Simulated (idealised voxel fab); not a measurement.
Process module heading - voxel transistor to metal
The cross-section on display is named cut; it measures 185 nm wide, and its cells are 5 nm squares.
Just so we're on the same page, the cross-sections are grids of square cells, and they're listed out in bands top to bottom, each band one or more rows deep.
Quick guide to a band line: top height, bottom height (nm) up front; then every material left to right with its width in nm. Only one material and it's marked "throughout"? Then it fills the band edge to edge. And "empty" just means empty space.
Heads up on the height convention: 0 is the point under which the incoming wafer is all one material, and the lowest band has no bottom, it just keeps going down, like "0 down".
A two-number width, for instance "30..40", indicates that the width is equal to the first number in the top row of the band and to the second number in the bottom row, and that it changes by a constant amount per row of cells.
Key: "nothing was modified" - step with no changed cell in the cross-section.
What "Closed cavities" gives you is every empty space of 8 cells or more that is cut off from the top. Each appears as width x height at distance, with the distance taken from the left edge and width, height and distance all in nm.
Past the settings on a step's line: simulator remark, on that step.
A step's line can hold "overlay nm"; with a mask on that step, the setting says how far right of the planned place the mask lay, while a negative setting says it lay to the left.
Heads up before you read on: it's before/after pairs around one process step each, after side only down to the lowest band that changed, step plus settings under the pair. Pairs can be from different runs of this module, same starting wafer, so only chain a pair onto the one above if its "Geometry before processing" entry says so.
### Geometry before processing
    30 to 20: SiO2 45  TiN 5  Ru 5  TiN 5  SiO2 65  TiN 5  Ru 5  TiN 5  SiO2 45
    20 to 10: SiO2 45  TiN 5  Ru 5  TiN 5  SiO2 5  SiN 10  HfO2 5  TiN 5  W 15  TiN 5  HfO2 5  SiN 10  SiO2 5  TiN 5  Ru 5  TiN 5  SiO2 45
    10 to 5: SiO2 45  TiN 15  SiO2 5  SiN 10  HfO2 5  TiN 5  W 15  TiN 5  HfO2 5  SiN 10  SiO2 5  TiN 15  SiO2 45
    5 to 0: SiO2 35  SiN 10  TiN 10  SiGe 10  SiN 10  HfO2 5  TiN 25  HfO2 5  SiN 10  SiGe 10  TiN 10  SiN 10  SiO2 35
    0 to -5: SiO2 45  SiGe 20  SiO2 5  HfO2 45  SiO2 5  SiGe 20  SiO2 45
    -5 to -10: SiO2 45  SiGe 20  Si 55  SiGe 20  SiO2 45
    -10 to -40: SiO2 45  Si 95  SiO2 45
    -40 down: Si throughout
    Closed cavities: none
### Cut View, Post-Step
    50 to 30: W throughout
    Beneath the level 30, the cross-section is identical to its previous state.
    Closed cavities: none
Relating the two cross-sections above, the step in between is DIRECTIONAL_DEP (material W; thk nm 20)
Geometry before processing: the state before this step is the cross-section shown after the step in the pair just above.
### Cut View, Post-Step
    55 to 50: TiN throughout
    Beneath the level 50, the cross-section is identical to its previous state.
    Closed cavities: none
Relating the two cross-sections above, the step in between is DIRECTIONAL_DEP (material TiN; thk nm 5)
Geometry before processing: the state before this step is the cross-section shown after the step in the pair just above.
### Cut View, Post-Step
    70 to 55: empty 45  resist 15  empty 65  resist 15  empty 45
    Beneath the level 55, the cross-section is identical to its previous state.
    Closed cavities: none
Relating the two cross-sections above, the step in between is PATTERN (tone cover; mask id METAL_1; material resist; width nm 15; pitch nm 80; thk nm 15; overlay nm 0)
Geometry before processing: the state before this step is the cross-section shown after the step in the pair just above.
### Cut View, Post-Step
    70 to 55: empty 45  resist 15  empty 65  resist 15  empty 45
    55 to 50: empty 45  TiN 15  empty 65  TiN 15  empty 45
    Beneath the level 50, the cross-section is identical to its previous state.
    Closed cavities: none
Relating the two cross-sections above, the step in between is DIRECTIONAL_ETCH (etch materials TiN; depth nm 5)
Geometry before processing: the state before this step is the cross-section shown after the step in the pair just above.
### Cut View, Post-Step
    55 to 50: empty 45  TiN 15  empty 65  TiN 15  empty 45
    Beneath the level 50, the cross-section is identical to its previous state.
    Closed cavities: none
Relating the two cross-sections above, the step in between is STRIP (etch materials resist)
Geometry before processing: the state before this step is the cross-section shown after the step in the pair just above.
### Cut View, Post-Step
    65 to 55: SiO2 throughout
    55 to 50: SiO2 45  TiN 15  SiO2 65  TiN 15  SiO2 45
    Beneath the level 50, the cross-section is identical to its previous state.
    Closed cavities: none
Relating the two cross-sections above, the step in between is FILL_DEP (material SiO2; thk nm 10)
Geometry before processing: the state before this step is the cross-section shown after the step in the pair just above.
### Cut View, Post-Step
    55 to 50: SiO2 45  TiN 15  SiO2 65  TiN 15  SiO2 45
    Beneath the level 50, the cross-section is identical to its previous state.
    Closed cavities: none
Relating the two cross-sections above, the step in between is CMP (height nm 55)
Geometry before processing: the state before this step is the cross-section shown after the step in the pair just above.
### Cut View, Post-Step
    60 to 55: SiCN throughout
    Beneath the level 55, the cross-section is identical to its previous state.
    Closed cavities: none
Relating the two cross-sections above, the step in between is CONFORMAL_DEP (material SiCN; thk nm 5)
Geometry before processing: the state before this step is the cross-section shown after the step in the pair just above.
### Cut View, Post-Step
    90 to 60: lowk throughout
    Beneath the level 60, the cross-section is identical to its previous state.
    Closed cavities: none
Relating the two cross-sections above, the step in between is DIRECTIONAL_DEP (material lowk; thk nm 30)
Geometry before processing: the state before this step is the cross-section shown after the step in the pair just above.
### Cut View, Post-Step
    90 to 70: lowk 45  empty 15  lowk 65  empty 15  lowk 45
    Beneath the level 70, the cross-section is identical to its previous state.
    Closed cavities: none
Relating the two cross-sections above, the step in between is MASKED_ETCH (tone open; mask id METAL_2; width nm 15; pitch nm 80; etch materials lowk; depth nm 20; overlay nm 0)
Geometry before processing: the state before this step is the cross-section shown after the step in the pair just above.
### Cut View, Post-Step
    90 to 60: lowk 45  empty 15  lowk 65  empty 15  lowk 45
    Beneath the level 60, the cross-section is identical to its previous state.
    Closed cavities: none
Relating the two cross-sections above, the step in between is MASKED_ETCH (tone open; mask id METAL_2_HOLES; width nm 15; pitch nm 80; etch materials lowk; depth nm 10; overlay nm 0)
Geometry before processing: the state before this step is the cross-section shown after the step in the pair just above.
### Cut View, Post-Step
    90 to 60: lowk 45  empty 15  lowk 65  empty 15  lowk 45
    60 to 55: SiCN 45  empty 15  SiCN 65  empty 15  SiCN 45
    Beneath the level 55, the cross-section is identical to its previous state.
    Closed cavities: none
Relating the two cross-sections above, the step in between is MASKED_ETCH (tone open; mask id METAL_2_HOLES; width nm 15; pitch nm 80; etch materials SiCN; depth nm 5; overlay nm 0)
Geometry before processing: the state before this step is the cross-section shown after the step in the pair just above.
### Cut View, Post-Step
    95 to 90: TiN 50  empty 5  TiN 75  empty 5  TiN 50
    90 to 60: lowk 45  TiN 5  empty 5  TiN 5  lowk 65  TiN 5  empty 5  TiN 5  lowk 45
    60 to 55: SiCN 45  TiN 15  SiCN 65  TiN 15  SiCN 45
    Beneath the level 55, the cross-section is identical to its previous state.
    Closed cavities: none
Relating the two cross-sections above, the step in between is CONFORMAL_DEP (material TiN; thk nm 5)
Geometry before processing: the state before this step is the cross-section shown after the step in the pair just above.
### Cut View, Post-Step
    105 to 95: Cu throughout
    95 to 90: TiN 50  Cu 5  TiN 75  Cu 5  TiN 50
    90 to 60: lowk 45  TiN 5  Cu 5  TiN 5  lowk 65  TiN 5  Cu 5  TiN 5  lowk 45
    Beneath the level 60, the cross-section is identical to its previous state.
    Closed cavities: none
Relating the two cross-sections above, the step in between is FILL_DEP (material Cu; thk nm 10)
Geometry before processing: the state before this step is the cross-section shown after the step in the pair just above.
### Cut View, Post-Step
    90 to 60: lowk 45  TiN 5  Cu 5  TiN 5  lowk 65  TiN 5  Cu 5  TiN 5  lowk 45
    Beneath the level 60, the cross-section is identical to its previous state.
    Closed cavities: none
Relating the two cross-sections above, the step in between is CMP (height nm 90)
Geometry before processing: the state before this step is the cross-section shown after the step in the pair just above.
### Cut View, Post-Step
    95 to 90: SiN throughout
    Beneath the level 90, the cross-section is identical to its previous state.
    Closed cavities: none
Relating the two cross-sections above, the step in between is CONFORMAL_DEP (material SiN; thk nm 5)
### Geometry before processing
    0 down: Si throughout
    Closed cavities: none
### Cut View, Post-Step
    15 to 0: SiO2 throughout
    Beneath the level 0, the cross-section is identical to its previous state.
    Closed cavities: none
Relating the two cross-sections above, the step in between is CONFORMAL_DEP (material SiO2; thk nm 15)
Geometry before processing: the state before this step is the cross-section shown after the step in the pair just above.
### Cut View, Post-Step
    30 to 15: SiN throughout
    Beneath the level 15, the cross-section is identical to its previous state.
    Closed cavities: none
Relating the two cross-sections above, the step in between is CONFORMAL_DEP (material SiN; thk nm 15)
Geometry before processing: the state before this step is the cross-section shown after the step in the pair just above.
### Cut View, Post-Step
    40 to 30: aC throughout
    Beneath the level 30, the cross-section is identical to its previous state.
    Closed cavities: none
Relating the two cross-sections above, the step in between is DIRECTIONAL_DEP (material aC; thk nm 10)
Geometry before processing: the state before this step is the cross-section shown after the step in the pair just above.
### Cut View, Post-Step
    65 to 40: empty 40  resist 105  empty 40
    Beneath the level 40, the cross-section is identical to its previous state.
    Closed cavities: none
Relating the two cross-sections above, the step in between is PATTERN (tone cover; mask id ACTIVE; material resist; width nm 105; thk nm 25; overlay nm 0)
Geometry before processing: the state before this step is the cross-section shown after the step in the pair just above.
### Cut View, Post-Step
    55 to 40: empty 40  resist 105  empty 40
    40 to 30: empty 40  aC 105  empty 40
    Beneath the level 30, the cross-section is identical to its previous state.
    Closed cavities: none
Relating the two cross-sections above, the step in between is DIRECTIONAL_ETCH (etch materials aC; depth nm 10)
Geometry before processing: the state before this step is the cross-section shown after the step in the pair just above.
### Cut View, Post-Step
    40 to 30: empty 40  aC 105  empty 40
    Beneath the level 30, the cross-section is identical to its previous state.
    Closed cavities: none
Relating the two cross-sections above, the step in between is STRIP (etch materials resist)
Geometry before processing: the state before this step is the cross-section shown after the step in the pair just above.
### Cut View, Post-Step
    40 to 30: empty 40  aC 105  empty 40
    30 to 15: empty 40  SiN 105  empty 40
    Beneath the level 15, the cross-section is identical to its previous state.
    Closed cavities: none
Relating the two cross-sections above, the step in between is DIRECTIONAL_ETCH (etch materials SiN; depth nm 15)
Geometry before processing: the state before this step is the cross-section shown after the step in the pair just above.
### Cut View, Post-Step
    40 to 30: empty 40  aC 105  empty 40
    30 to 15: empty 40  SiN 105  empty 40
    15 to 10: empty 40  SiO2 105  empty 40
    Beneath the level 10, the cross-section is identical to its previous state.
    Closed cavities: none
Relating the two cross-sections above, the step in between is DIRECTIONAL_ETCH (etch materials SiO2; depth nm 5)
Geometry before processing: the state before this step is the cross-section shown after the step in the pair just above.
### Cut View, Post-Step
    30 to 15: empty 40  SiN 105  empty 40
    Beneath the level 15, the cross-section is identical to its previous state.
    Closed cavities: none
Relating the two cross-sections above, the step in between is STRIP (etch materials aC)
Geometry before processing: the state before this step is the cross-section shown after the step in the pair just above.
### Cut View, Post-Step
    35 to 30: SiO2 throughout
    30 to 15: SiO2 40  SiN 105  SiO2 40
    15 to 0: SiO2 throughout
    Beneath the level 0, the cross-section is identical to its previous state.
    Closed cavities: none
Relating the two cross-sections above, the step in between is FILL_DEP (material SiO2; thk nm 5)
Geometry before processing: the state before this step is the cross-section shown after the step in the pair just above.
### Cut View, Post-Step
    20 to 15: SiO2 40  SiN 105  SiO2 40
    Beneath the level 15, the cross-section is identical to its previous state.
    Closed cavities: none
Relating the two cross-sections above, the step in between is CMP (height nm 20)
Geometry before processing: the state before this step is the cross-section shown after the step in the pair just above.
### Cut View, Post-Step
    20 to 15: empty 40  SiN 105  empty 40
    15 to 10: empty 45  SiO2 95  empty 45
    Beneath the level 10, the cross-section is identical to its previous state.
    Closed cavities: none
Relating the two cross-sections above, the step in between is SELECTIVE_ETCH (etch materials SiO2; depth nm 10)
Geometry before processing: the state before this step is the cross-section shown after the step in the pair just above.
### Cut View, Post-Step
    15 to 10: empty 45  SiO2 95  empty 45
    Beneath the level 10, the cross-section is identical to its previous state.
    Closed cavities: none
Relating the two cross-sections above, the step in between is STRIP (etch materials SiN)
Geometry before processing: the state before this step is the cross-section shown after the step in the pair just above.
### Cut View, Post-Step
    10 to 5: empty 50  SiO2 85  empty 50
    Beneath the level 5, the cross-section is identical to its previous state.
    Closed cavities: none
Relating the two cross-sections above, the step in between is SELECTIVE_ETCH (etch materials SiO2; depth nm 5)
Geometry before processing: the state before this step is the cross-section shown after the step in the pair just above.
### Cut View, Post-Step
    35 to 30: empty 50  polySi 85  empty 50
    30 to 10: polySi throughout
    10 to 5: polySi 50  SiO2 85  polySi 50
    Beneath the level 5, the cross-section is identical to its previous state.
    Closed cavities: none
Relating the two cross-sections above, the step in between is DIRECTIONAL_DEP (material polySi; thk nm 25)
Geometry before processing: the state before this step is the cross-section shown after the step in the pair just above.
### Cut View, Post-Step
    45 to 40: empty 50  SiCN 85  empty 50
    40 to 35: SiCN throughout
    35 to 30: SiCN 50  polySi 85  SiCN 50
    Beneath the level 30, the cross-section is identical to its previous state.
    Closed cavities: none
Relating the two cross-sections above, the step in between is DIRECTIONAL_DEP (material SiCN; thk nm 10)
Geometry before processing: the state before this step is the cross-section shown after the step in the pair just above.
### Cut View, Post-Step
    60 to 55: empty 50  aC 85  empty 50
    55 to 45: aC throughout
    45 to 40: aC 50  SiCN 85  aC 50
    Beneath the level 40, the cross-section is identical to its previous state.
    Closed cavities: none
Relating the two cross-sections above, the step in between is DIRECTIONAL_DEP (material aC; thk nm 15)
Geometry before processing: the state before this step is the cross-section shown after the step in the pair just above.
### Cut View, Post-Step
    95 to 60: empty 75  resist 35  empty 75
    Beneath the level 60, the cross-section is identical to its previous state.
    Closed cavities: none
Relating the two cross-sections above, the step in between is PATTERN (tone cover; mask id GATE; material resist; width nm 35; thk nm 35; overlay nm 0)
Geometry before processing: the state before this step is the cross-section shown after the step in the pair just above.
### Cut View, Post-Step
    80 to 60: empty 75  resist 35  empty 75
    60 to 45: empty 75  aC 35  empty 75
    45 to 40: empty 50  SiCN 85  empty 50
    Beneath the level 40, the cross-section is identical to its previous state.
    Closed cavities: none
Relating the two cross-sections above, the step in between is DIRECTIONAL_ETCH (etch materials aC; depth nm 15)
Geometry before processing: the state before this step is the cross-section shown after the step in the pair just above.
### Cut View, Post-Step
    60 to 45: empty 75  aC 35  empty 75
    Beneath the level 45, the cross-section is identical to its previous state.
    Closed cavities: none
Relating the two cross-sections above, the step in between is STRIP (etch materials resist)
Geometry before processing: the state before this step is the cross-section shown after the step in the pair just above.
### Cut View, Post-Step
    60 to 45: empty 75  aC 35  empty 75
    45 to 35: empty 75  SiCN 35  empty 75
    35 to 30: empty 50  polySi 85  empty 50
    Beneath the level 30, the cross-section is identical to its previous state.
    Closed cavities: none
Relating the two cross-sections above, the step in between is DIRECTIONAL_ETCH (etch materials SiCN; depth nm 20)
Geometry before processing: the state before this step is the cross-section shown after the step in the pair just above.
### Cut View, Post-Step
    60 to 45: empty 75  aC 35  empty 75
    45 to 35: empty 75  SiCN 35  empty 75
    35 to 10: empty 75  polySi 35  empty 75
    10 to 5: empty 50  SiO2 85  empty 50
    Beneath the level 5, the cross-section is identical to its previous state.
    Closed cavities: none
Relating the two cross-sections above, the step in between is DIRECTIONAL_ETCH (etch materials polySi; depth nm 35)
Geometry before processing: the state before this step is the cross-section shown after the step in the pair just above.
### Cut View, Post-Step
    45 to 35: empty 75  SiCN 35  empty 75
    Beneath the level 35, the cross-section is identical to its previous state.
    Closed cavities: none
Relating the two cross-sections above, the step in between is STRIP (etch materials aC)
Geometry before processing: the state before this step is the cross-section shown after the step in the pair just above.
### Cut View, Post-Step
    55 to 45: empty 65  SiN 55  empty 65
    45 to 35: empty 65  SiN 10  SiCN 35  SiN 10  empty 65
    35 to 20: empty 65  SiN 10  polySi 35  SiN 10  empty 65
    20 to 15: empty 40  SiN 35  polySi 35  SiN 35  empty 40
    15 to 10: SiN 75  polySi 35  SiN 75
    10 to 5: SiN 50  SiO2 85  SiN 50
    Beneath the level 5, the cross-section is identical to its previous state.
    Closed cavities: none
Relating the two cross-sections above, the step in between is CONFORMAL_DEP (material SiN; thk nm 10)
Geometry before processing: the state before this step is the cross-section shown after the step in the pair just above.
### Cut View, Post-Step
    45 to 35: empty 65  SiN 10  SiCN 35  SiN 10  empty 65
    35 to 10: empty 65  SiN 10  polySi 35  SiN 10  empty 65
    10 to 5: empty 40  SiN 10  SiO2 85  SiN 10  empty 40
    Beneath the level 5, the cross-section is identical to its previous state.
    Closed cavities: none
Relating the two cross-sections above, the step in between is DIRECTIONAL_ETCH (etch materials SiN; depth nm 10)
Geometry before processing: the state before this step is the cross-section shown after the step in the pair just above.
### Cut View, Post-Step
    45 to 35: empty 65  SiN 10  SiCN 35  SiN 10  empty 65
    35 to 10: empty 65  SiN 10  polySi 35  SiN 10  empty 65
    10 to 5: empty 40  SiN 10  empty 15  SiO2 55  empty 15  SiN 10  empty 40
    5 to 0: empty 40  SiO2 105  empty 40
    Beneath the level 0, the cross-section is identical to its previous state.
    Closed cavities: none
Relating the two cross-sections above, the step in between is DIRECTIONAL_ETCH (etch materials SiO2; depth nm 5)
Geometry before processing: the state before this step is the cross-section shown after the step in the pair just above.
### Cut View, Post-Step
    45 to 35: empty 65  SiN 10  SiCN 35  SiN 10  empty 65
    35 to 10: empty 65  SiN 10  polySi 35  SiN 10  empty 65
    10 to 5: empty 40  SiN 10  empty 15  SiO2 55  empty 15  SiN 10  empty 40
    5 to 0: empty 40  SiO2 105  empty 40
    0 to -5: empty 40  Si 105  empty 40
    Beneath the level -5, the cross-section is identical to its previous state.
    Closed cavities: none
Relating the two cross-sections above, the step in between is DIRECTIONAL_ETCH (etch materials Si; depth nm 5)
Geometry before processing: the state before this step is the cross-section shown after the step in the pair just above.
### Cut View, Post-Step
    45 to 35: empty 65  SiN 10  SiCN 35  SiN 10  empty 65
    35 to 10: empty 65  SiN 10  polySi 35  SiN 10  empty 65
    10 to 5: empty 30  SiGe 10  SiN 10  empty 15  SiO2 55  empty 15  SiN 10  SiGe 10  empty 30
    5 to 0: SiGe 40  SiO2 105  SiGe 40
    0 to -5: SiGe 40  Si 105  SiGe 40
    Beneath the level -5, the cross-section is identical to its previous state.
    Closed cavities: none
Relating the two cross-sections above, the step in between is EPI (material SiGe; thk nm 10)
Geometry before processing: the state before this step is the cross-section shown after the step in the pair just above.
### Cut View, Post-Step
    50 to 45: SiO2 throughout
    45 to 35: SiO2 65  SiN 10  SiCN 35  SiN 10  SiO2 65
    35 to 10: SiO2 65  SiN 10  polySi 35  SiN 10  SiO2 65
    10 to 5: SiO2 30  SiGe 10  SiN 10  SiO2 85  SiN 10  SiGe 10  SiO2 30
    Beneath the level 5, the cross-section is identical to its previous state.
    Closed cavities: none
Relating the two cross-sections above, the step in between is FILL_DEP (material SiO2; thk nm 5)
Geometry before processing: the state before this step is the cross-section shown after the step in the pair just above.
### Cut View, Post-Step
    25 to 10: SiO2 65  SiN 10  polySi 35  SiN 10  SiO2 65
    Beneath the level 10, the cross-section is identical to its previous state.
    Closed cavities: none
Relating the two cross-sections above, the step in between is CMP (height nm 25)
Geometry before processing: the state before this step is the cross-section shown after the step in the pair just above.
### Cut View, Post-Step
    25 to 10: SiO2 65  SiN 10  empty 35  SiN 10  SiO2 65
    Beneath the level 10, the cross-section is identical to its previous state.
    Closed cavities: none
Relating the two cross-sections above, the step in between is STRIP (etch materials polySi)
Geometry before processing: the state before this step is the cross-section shown after the step in the pair just above.
### Cut View, Post-Step
    25 to 20: empty 65  SiN 10  empty 35  SiN 10  empty 65
    20 to 10: SiO2 65  SiN 10  empty 35  SiN 10  SiO2 65
    10 to 5: SiO2 30  SiGe 10  SiN 10  SiO2 20  empty 45  SiO2 20  SiN 10  SiGe 10  SiO2 30
    Beneath the level 5, the cross-section is identical to its previous state.
    Closed cavities: none
Relating the two cross-sections above, the step in between is SELECTIVE_ETCH (etch materials SiO2; depth nm 5)
Geometry before processing: the state before this step is the cross-section shown after the step in the pair just above.
### Cut View, Post-Step
    30 to 25: empty 60  HfO2 20  empty 25  HfO2 20  empty 60
    25 to 20: HfO2 65  SiN 10  HfO2 5  empty 25  HfO2 5  SiN 10  HfO2 65
    20 to 10: SiO2 65  SiN 10  HfO2 5  empty 25  HfO2 5  SiN 10  SiO2 65
    10 to 5: SiO2 30  SiGe 10  SiN 10  SiO2 20  HfO2 45  SiO2 20  SiN 10  SiGe 10  SiO2 30
    Beneath the level 5, the cross-section is identical to its previous state.
    Closed cavities: none
Relating the two cross-sections above, the step in between is CONFORMAL_DEP (material HfO2; thk nm 5)
Geometry before processing: the state before this step is the cross-section shown after the step in the pair just above.
### Cut View, Post-Step
    35 to 30: empty 55  TiN 30  empty 15  TiN 30  empty 55
    30 to 25: TiN 60  HfO2 20  TiN 5  empty 15  TiN 5  HfO2 20  TiN 60
    25 to 20: HfO2 65  SiN 10  HfO2 5  TiN 5  empty 15  TiN 5  HfO2 5  SiN 10  HfO2 65
    20 to 15: SiO2 65  SiN 10  HfO2 5  TiN 5  empty 15  TiN 5  HfO2 5  SiN 10  SiO2 65
    15 to 10: SiO2 65  SiN 10  HfO2 5  TiN 25  HfO2 5  SiN 10  SiO2 65
    Beneath the level 10, the cross-section is identical to its previous state.
    Closed cavities: none
Relating the two cross-sections above, the step in between is CONFORMAL_DEP (material TiN; thk nm 5)
Geometry before processing: the state before this step is the cross-section shown after the step in the pair just above.
### Cut View, Post-Step
    40 to 35: W throughout
    35 to 30: W 55  TiN 30  W 15  TiN 30  W 55
    30 to 25: TiN 60  HfO2 20  TiN 5  W 15  TiN 5  HfO2 20  TiN 60
    25 to 20: HfO2 65  SiN 10  HfO2 5  TiN 5  W 15  TiN 5  HfO2 5  SiN 10  HfO2 65
    20 to 15: SiO2 65  SiN 10  HfO2 5  TiN 5  W 15  TiN 5  HfO2 5  SiN 10  SiO2 65
    Beneath the level 15, the cross-section is identical to its previous state.
    Closed cavities: none
Relating the two cross-sections above, the step in between is FILL_DEP (material W; thk nm 5)
Geometry before processing: the state before this step is the cross-section shown after the step in the pair just above.
### Cut View, Post-Step
    20 to 15: SiO2 65  SiN 10  HfO2 5  TiN 5  W 15  TiN 5  HfO2 5  SiN 10  SiO2 65
    Beneath the level 15, the cross-section is identical to its previous state.
    Closed cavities: none
Relating the two cross-sections above, the step in between is CMP (height nm 20)
Geometry before processing: the state before this step is the cross-section shown after the step in the pair just above.
### Cut View, Post-Step
    30 to 20: SiO2 throughout
    Beneath the level 20, the cross-section is identical to its previous state.
    Closed cavities: none
Relating the two cross-sections above, the step in between is DIRECTIONAL_DEP (material SiO2; thk nm 10)
Geometry before processing: the state before this step is the cross-section shown after the step in the pair just above.
### Cut View, Post-Step
    45 to 30: aC throughout
    Beneath the level 30, the cross-section is identical to its previous state.
    Closed cavities: none
Relating the two cross-sections above, the step in between is DIRECTIONAL_DEP (material aC; thk nm 15)
Geometry before processing: the state before this step is the cross-section shown after the step in the pair just above.
### Cut View, Post-Step
    75 to 45: resist 45  empty 15  resist 65  empty 15  resist 45
    Beneath the level 45, the cross-section is identical to its previous state.
    Closed cavities: none
Relating the two cross-sections above, the step in between is PATTERN (tone open; mask id CONTACT; material resist; width nm 15; pitch nm 80; thk nm 30; overlay nm 0)
Geometry before processing: the state before this step is the cross-section shown after the step in the pair just above.
### Cut View, Post-Step
    60 to 45: resist 45  empty 15  resist 65  empty 15  resist 45
    45 to 30: aC 45  empty 15  aC 65  empty 15  aC 45
    Beneath the level 30, the cross-section is identical to its previous state.
    Closed cavities: none
Relating the two cross-sections above, the step in between is DIRECTIONAL_ETCH (etch materials aC; depth nm 15)
Geometry before processing: the state before this step is the cross-section shown after the step in the pair just above.
### Cut View, Post-Step
    45 to 30: aC 45  empty 15  aC 65  empty 15  aC 45
    Beneath the level 30, the cross-section is identical to its previous state.
    Closed cavities: none
Relating the two cross-sections above, the step in between is STRIP (etch materials resist)
Geometry before processing: the state before this step is the cross-section shown after the step in the pair just above.
### Cut View, Post-Step
    45 to 30: aC 45  empty 15  aC 65  empty 15  aC 45
    30 to 20: SiO2 45  empty 15  SiO2 65  empty 15  SiO2 45
    20 to 15: SiO2 45  empty 15  SiO2 5  SiN 10  HfO2 5  TiN 5  W 15  TiN 5  HfO2 5  SiN 10  SiO2 5  empty 15  SiO2 45
    15 to 10: SiO2 45  empty 15  SiO2 5  SiN 10  HfO2 5  TiN 25  HfO2 5  SiN 10  SiO2 5  empty 15  SiO2 45
    10 to 5: SiO2 30  SiGe 10  SiN 10  empty 10  SiO2 10  HfO2 45  SiO2 10  empty 10  SiN 10  SiGe 10  SiO2 30
    5 to 0: SiGe 40  SiO2 10  empty 10  SiO2 65  empty 10  SiO2 10  SiGe 40
    Beneath the level 0, the cross-section is identical to its previous state.
    Closed cavities: none
Relating the two cross-sections above, the step in between is DIRECTIONAL_ETCH (etch materials SiO2; depth nm 30)
Geometry before processing: the state before this step is the cross-section shown after the step in the pair just above.
### Cut View, Post-Step
    30 to 20: SiO2 45  empty 15  SiO2 65  empty 15  SiO2 45
    Beneath the level 20, the cross-section is identical to its previous state.
    Closed cavities: none
Relating the two cross-sections above, the step in between is STRIP (etch materials aC)
Geometry before processing: the state before this step is the cross-section shown after the step in the pair just above.
### Cut View, Post-Step
    35 to 30: TiN 50  empty 5  TiN 75  empty 5  TiN 50
    30 to 20: SiO2 45  TiN 5  empty 5  TiN 5  SiO2 65  TiN 5  empty 5  TiN 5  SiO2 45
    20 to 15: SiO2 45  TiN 5  empty 5  TiN 5  SiO2 5  SiN 10  HfO2 5  TiN 5  W 15  TiN 5  HfO2 5  SiN 10  SiO2 5  TiN 5  empty 5  TiN 5  SiO2 45
    15 to 10: SiO2 45  TiN 15  SiO2 5  SiN 10  HfO2 5  TiN 25  HfO2 5  SiN 10  SiO2 5  TiN 15  SiO2 45
    10 to 5: SiO2 30  SiGe 10  SiN 10  TiN 10  SiO2 10  HfO2 45  SiO2 10  TiN 10  SiN 10  SiGe 10  SiO2 30
    5 to 0: SiGe 40  SiO2 10  TiN 10  SiO2 65  TiN 10  SiO2 10  SiGe 40
    Beneath the level 0, the cross-section is identical to its previous state.
    Closed cavities: none
Relating the two cross-sections above, the step in between is CONFORMAL_DEP (material TiN; thk nm 5)
Geometry before processing: the state before this step is the cross-section shown after the step in the pair just above.
### Cut View, Post-Step
    40 to 35: Ru throughout
    35 to 30: TiN 50  Ru 5  TiN 75  Ru 5  TiN 50
    30 to 20: SiO2 45  TiN 5  Ru 5  TiN 5  SiO2 65  TiN 5  Ru 5  TiN 5  SiO2 45
    20 to 15: SiO2 45  TiN 5  Ru 5  TiN 5  SiO2 5  SiN 10  HfO2 5  TiN 5  W 15  TiN 5  HfO2 5  SiN 10  SiO2 5  TiN 5  Ru 5  TiN 5  SiO2 45
    Beneath the level 15, the cross-section is identical to its previous state.
    Closed cavities: none
Relating the two cross-sections above, the step in between is FILL_DEP (material Ru; thk nm 5)
Geometry before processing: the state before this step is the cross-section shown after the step in the pair just above.
### Cut View, Post-Step
    30 to 20: SiO2 45  TiN 5  Ru 5  TiN 5  SiO2 65  TiN 5  Ru 5  TiN 5  SiO2 45
    Beneath the level 20, the cross-section is identical to its previous state.
    Closed cavities: none
Relating the two cross-sections above, the step in between is CMP (height nm 30)
Geometry before processing: the state before this step is the cross-section shown after the step in the pair just above.
### Cut View, Post-Step
    35 to 30: TiN throughout
    Beneath the level 30, the cross-section is identical to its previous state.
    Closed cavities: none
Relating the two cross-sections above, the step in between is DIRECTIONAL_DEP (material TiN; thk nm 5)
Geometry before processing: the state before this step is the cross-section shown after the step in the pair just above.
### Cut View, Post-Step
    55 to 35: W throughout
    Beneath the level 35, the cross-section is identical to its previous state.
    Closed cavities: none
Relating the two cross-sections above, the step in between is DIRECTIONAL_DEP (material W; thk nm 20)
Geometry before processing: the state before this step is the cross-section shown after the step in the pair just above.
### Cut View, Post-Step
    70 to 55: empty 45  resist 15  empty 65  resist 15  empty 45
    Beneath the level 55, the cross-section is identical to its previous state.
    Closed cavities: none
Relating the two cross-sections above, the step in between is PATTERN (tone cover; mask id METAL_1; material resist; width nm 15; pitch nm 80; thk nm 15; overlay nm 0)
Geometry before processing: the state before this step is the cross-section shown after the step in the pair just above.
### Cut View, Post-Step
    70 to 55: empty 45  resist 15  empty 65  resist 15  empty 45
    55 to 35: empty 45  W 15  empty 65  W 15  empty 45
    Beneath the level 35, the cross-section is identical to its previous state.
    Closed cavities: none
Relating the two cross-sections above, the step in between is DIRECTIONAL_ETCH (etch materials W; depth nm 20)
Geometry before processing: the state before this step is the cross-section shown after the step in the pair just above.
### Cut View, Post-Step
    70 to 55: empty 45  resist 15  empty 65  resist 15  empty 45
    55 to 35: empty 45  W 15  empty 65  W 15  empty 45
    35 to 30: empty 45  TiN 15  empty 65  TiN 15  empty 45
    Beneath the level 30, the cross-section is identical to its previous state.
    Closed cavities: none
Relating the two cross-sections above, the step in between is DIRECTIONAL_ETCH (etch materials TiN; depth nm 5)
Geometry before processing: the state before this step is the cross-section shown after the step in the pair just above.
### Cut View, Post-Step
    55 to 35: empty 45  W 15  empty 65  W 15  empty 45
    Beneath the level 35, the cross-section is identical to its previous state.
    Closed cavities: none
Relating the two cross-sections above, the step in between is STRIP (etch materials resist)
Geometry before processing: the state before this step is the cross-section shown after the step in the pair just above.
### Cut View, Post-Step
    65 to 55: SiO2 throughout
    55 to 35: SiO2 45  W 15  SiO2 65  W 15  SiO2 45
    35 to 30: SiO2 45  TiN 15  SiO2 65  TiN 15  SiO2 45
    Beneath the level 30, the cross-section is identical to its previous state.
    Closed cavities: none
Relating the two cross-sections above, the step in between is FILL_DEP (material SiO2; thk nm 10)
Geometry before processing: the state before this step is the cross-section shown after the step in the pair just above.
### Cut View, Post-Step
    55 to 35: SiO2 45  W 15  SiO2 65  W 15  SiO2 45
    Beneath the level 35, the cross-section is identical to its previous state.
    Closed cavities: none
Relating the two cross-sections above, the step in between is CMP (height nm 55)
Geometry before processing: the state before this step is the cross-section shown after the step in the pair just above.
### Cut View, Post-Step
    60 to 55: SiCN throughout
    Beneath the level 55, the cross-section is identical to its previous state.
    Closed cavities: none
Relating the two cross-sections above, the step in between is CONFORMAL_DEP (material SiCN; thk nm 5)
Geometry before processing: the state before this step is the cross-section shown after the step in the pair just above.
### Cut View, Post-Step
    90 to 60: lowk throughout
    Beneath the level 60, the cross-section is identical to its previous state.
    Closed cavities: none
Relating the two cross-sections above, the step in between is DIRECTIONAL_DEP (material lowk; thk nm 30)
